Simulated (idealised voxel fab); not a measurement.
Process module under the name voxel plated lines
Displayed cross-section: cut, width of 265 nm, square cells sized 5 nm.
For the purposes of this document, a cross-section shall be understood as a grid of square cells, specified as bands listed in top-to-bottom order, each band consisting of one or more rows of cells. Look at the band entry: it leads with the top's height and the bottom's height in nm. Then it lists the materials left to right, with a width in nm for each. The word "all across" on a single material says that material fills the band edge to edge. The word "blank" is empty space. Zero point of the height axis is 0; under it, received wafer = one material. Lowest band: continues down indefinitely, "0 nm and below". The two numbers in a width such as "30 to 40" mark its ends across the band: the first belongs to the top row of cells, the second to the bottom row, and from each row to the next the width moves by the same amount. Where a step carries "remained unchanged", the cross-section came out of it unchanged, cell for cell. "Sealed void listing" enumerates empty spaces isolated from the top, with no open way to it, that contain at least 8 cells, giving each as width x height at distance from the left edge, all three in nm. On a step's line, text after the settings is the simulator commenting on that step. "overlay nm" denotes, for a step that has a mask, the displacement of the mask to the right of its planned place, with negative values corresponding to the left.
Here's what the planned process steps look like:
1,RECEIVE,material Si
2,CONFORMAL_DEP,material SiO2,thk nm 5
3,DIRECTIONAL_DEP,material TiN,thk nm 5
4,PATTERN,tone open,mask id LINES,material resist,width nm 20,pitch nm 45,thk nm 25,overlay nm 0
5,EPI,material Ru,thk nm 5
6,EPI,material Ru,thk nm 5
7,STRIP,etch materials resist
8,DIRECTIONAL_ETCH,etch materials TiN,depth nm 5
9,CONFORMAL_DEP,material SiN,thk nm 5
Cross-section of the incoming wafer, state after step 1:
> 0 nm and below  Si all across
> Sealed void listing: none
Wafer at module end, in section. Began as above, planned as above, run with one mistake:
> 25 nm to 20 nm  55 of blank | 30 of SiN | 15 of blank | 30 of SiN | 15 of blank | 30 of SiN | 15 of blank | 30 of SiN | 45 of blank
> 20 nm to 10 nm  55 of blank | 5 of SiN | 20 of Ru | 5 of SiN | 15 of blank | 5 of SiN | 20 of Ru | 5 of SiN | 15 of blank | 5 of SiN | 20 of Ru | 5 of SiN | 15 of blank | 5 of SiN | 20 of Ru | 5 of SiN | 45 of blank
> 10 nm to 5 nm  60 of SiN | 20 of TiN | 25 of SiN | 20 of TiN | 25 of SiN | 20 of TiN | 25 of SiN | 20 of TiN | 50 of SiN
> 5 nm to 0 nm  SiO2 all across
> 0 nm and below  Si all across
> Sealed void listing: none
what went wrong: the process deviated at step 4: the operation and settings actually run there were PATTERN,tone open,mask id LINES,material resist,width nm 20,pitch nm 45,thk nm 25,overlay nm 5
